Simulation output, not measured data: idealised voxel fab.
The name of this process module is voxel wiring stack.
Pictured: cross-section cut, 240 nm wide, on a grid of 5 nm square cells.
When this document writes out a cross-section, it uses a grid of square cells and lists it as bands, beginning at the top and moving down, with a band standing for one or more rows of cells. Basically the band line says how high the top is and how high the bottom is, in nm, and then what's in it from left to right, every material with its width in nm. Empty space shows up as "air", and if a single material carries "everywhere" it runs the full band edge to edge. Zero point of the height axis is 0; under it, received wafer = one material. Lowest band: continues down indefinitely, "z 0 and below". Width "30->40": first value at the band's top row of cells, second value at its bottom row, equal change from row to row. Where the words "no modifications" appear for a step, the cross-section shows no cell changed by that step; every cell remained as before. For the entry "Fully closed voids", the listed items are empty spaces with no open way to the top whose size is 8 cells or more; each item follows the pattern width x height at distance, where distance is from the left edge and all three are in nm. Where a step's line continues beyond its settings, the continuation is a remark by the simulator itself on that step. The "overlay nm" setting may appear on a step's line; for a step that uses a mask, it gives how far to the right of its planned position the mask lay, and a negative value indicates the left.

**The planned process steps are enumerated hereunder**
1 RECEIVE,material Si
2 CONFORMAL_DEP,material SiO2,thk nm 15
3 DIRECTIONAL_DEP,material TiN,thk nm 5
4 DIRECTIONAL_DEP,material W,thk nm 20
5 DIRECTIONAL_DEP,material aC,thk nm 15
6 PATTERN,tone cover,mask id METAL_1,material resist,width nm 20,pitch nm 40,thk nm 35,overlay nm 0
7 DIRECTIONAL_ETCH,etch materials aC,depth nm 15
8 STRIP,etch materials resist
9 DIRECTIONAL_ETCH,etch materials W,depth nm 20
10 DIRECTIONAL_ETCH,etch materials TiN,depth nm 5
11 STRIP,etch materials aC
12 CONFORMAL_DEP,material SiCN,thk nm 5
13 FILL_DEP,material lowk,thk nm 5
14 CMP,height nm 40
15 CONFORMAL_DEP,material SiCN,thk nm 5
16 DIRECTIONAL_DEP,material lowk,thk nm 20
17 DIRECTIONAL_DEP,material aC,thk nm 15
18 PATTERN,tone open,mask id PLUG_1,material resist,width nm 15,pitch nm 40,thk nm 30,overlay nm 0
19 DIRECTIONAL_ETCH,etch materials aC,depth nm 15
20 STRIP,etch materials resist
21 DIRECTIONAL_ETCH,etch materials lowk,depth nm 20
22 DIRECTIONAL_ETCH,etch materials SiCN,depth nm 5
23 STRIP,etch materials aC
24 EPI,material Ru,thk nm 10
25 EPI,material Ru,thk nm 10
26 EPI,material Ru,thk nm 5
27 DIRECTIONAL_DEP,material TiN,thk nm 5
28 DIRECTIONAL_DEP,material Ru,thk nm 15
29 DIRECTIONAL_DEP,material aC,thk nm 10
30 PATTERN,tone cover,mask id METAL_2,material resist,width nm 20,pitch nm 40,thk nm 30,overlay nm 0
31 DIRECTIONAL_ETCH,etch materials aC,depth nm 10
32 STRIP,etch materials resist
33 DIRECTIONAL_ETCH,etch materials Ru,depth nm 15
34 DIRECTIONAL_ETCH,etch materials TiN,depth nm 5
35 STRIP,etch materials aC
36 FILL_DEP,material SiO2,thk nm 10
37 CMP,height nm 85
38 CONFORMAL_DEP,material SiN,thk nm 5

**Cross-section of the incoming wafer, state after step 1**
    z 0 and below = Si everywhere
    Fully closed voids: none

**Cross-section, first of two wafers, end of module, run as planned**
    z 90 to 85 = SiN everywhere
    z 85 to 70 = SiO2 50 nm  Ru 20 nm  SiO2 20 nm  Ru 20 nm  SiO2 20 nm  Ru 20 nm  SiO2 20 nm  Ru 20 nm  SiO2 50 nm
    z 70 to 65 = SiO2 50 nm  TiN 20 nm  SiO2 20 nm  TiN 20 nm  SiO2 20 nm  TiN 20 nm  SiO2 20 nm  TiN 20 nm  SiO2 50 nm
    z 65 to 45 = lowk 50 nm  Ru 15 nm  lowk 25 nm  Ru 15 nm  lowk 25 nm  Ru 15 nm  lowk 25 nm  Ru 15 nm  lowk 55 nm
    z 45 to 40 = SiCN 50 nm  Ru 15 nm  SiCN 25 nm  Ru 15 nm  SiCN 25 nm  Ru 15 nm  SiCN 25 nm  Ru 15 nm  SiCN 55 nm
    z 40 to 20 = lowk 45 nm  SiCN 5 nm  W 20 nm  SiCN 5 nm  lowk 10 nm  SiCN 5 nm  W 20 nm  SiCN 5 nm  lowk 10 nm  SiCN 5 nm  W 20 nm  SiCN 5 nm  lowk 10 nm  SiCN 5 nm  W 20 nm  SiCN 5 nm  lowk 45 nm
    z 20 to 15 = SiCN 50 nm  TiN 20 nm  SiCN 20 nm  TiN 20 nm  SiCN 20 nm  TiN 20 nm  SiCN 20 nm  TiN 20 nm  SiCN 50 nm
    z 15 to 0 = SiO2 everywhere
    z 0 and below = Si everywhere
    Fully closed voids: none

**Wafer two, end of module, cross-section. Same start, same plan as wafer one. One mistake in the run**
    z 90 to 85 = SiN everywhere
    z 85 to 65 = Ru everywhere
    z 65 to 45 = lowk everywhere
    z 45 to 40 = SiCN everywhere
    z 40 to 20 = lowk 45 nm  SiCN 5 nm  W 20 nm  SiCN 5 nm  lowk 10 nm  SiCN 5 nm  W 20 nm  SiCN 5 nm  lowk 10 nm  SiCN 5 nm  W 20 nm  SiCN 5 nm  lowk 10 nm  SiCN 5 nm  W 20 nm  SiCN 5 nm  lowk 45 nm
    z 20 to 15 = SiCN 50 nm  TiN 20 nm  SiCN 20 nm  TiN 20 nm  SiCN 20 nm  TiN 20 nm  SiCN 20 nm  TiN 20 nm  SiCN 50 nm
    z 15 to 0 = SiO2 everywhere
    z 0 and below = Si everywhere
    Fully closed voids: none
Which mistake was made when the wafer was run? step 17 did not happen as planned, as run it was DIRECTIONAL_DEP,material Ru,thk nm 15
Final tally in cells, some materials are higher or lower on the second wafer than on the first: Ru: 84 more, SiCN: 12 more, SiO2: 128 fewer, TiN: 16 fewer, lowk: 48 more
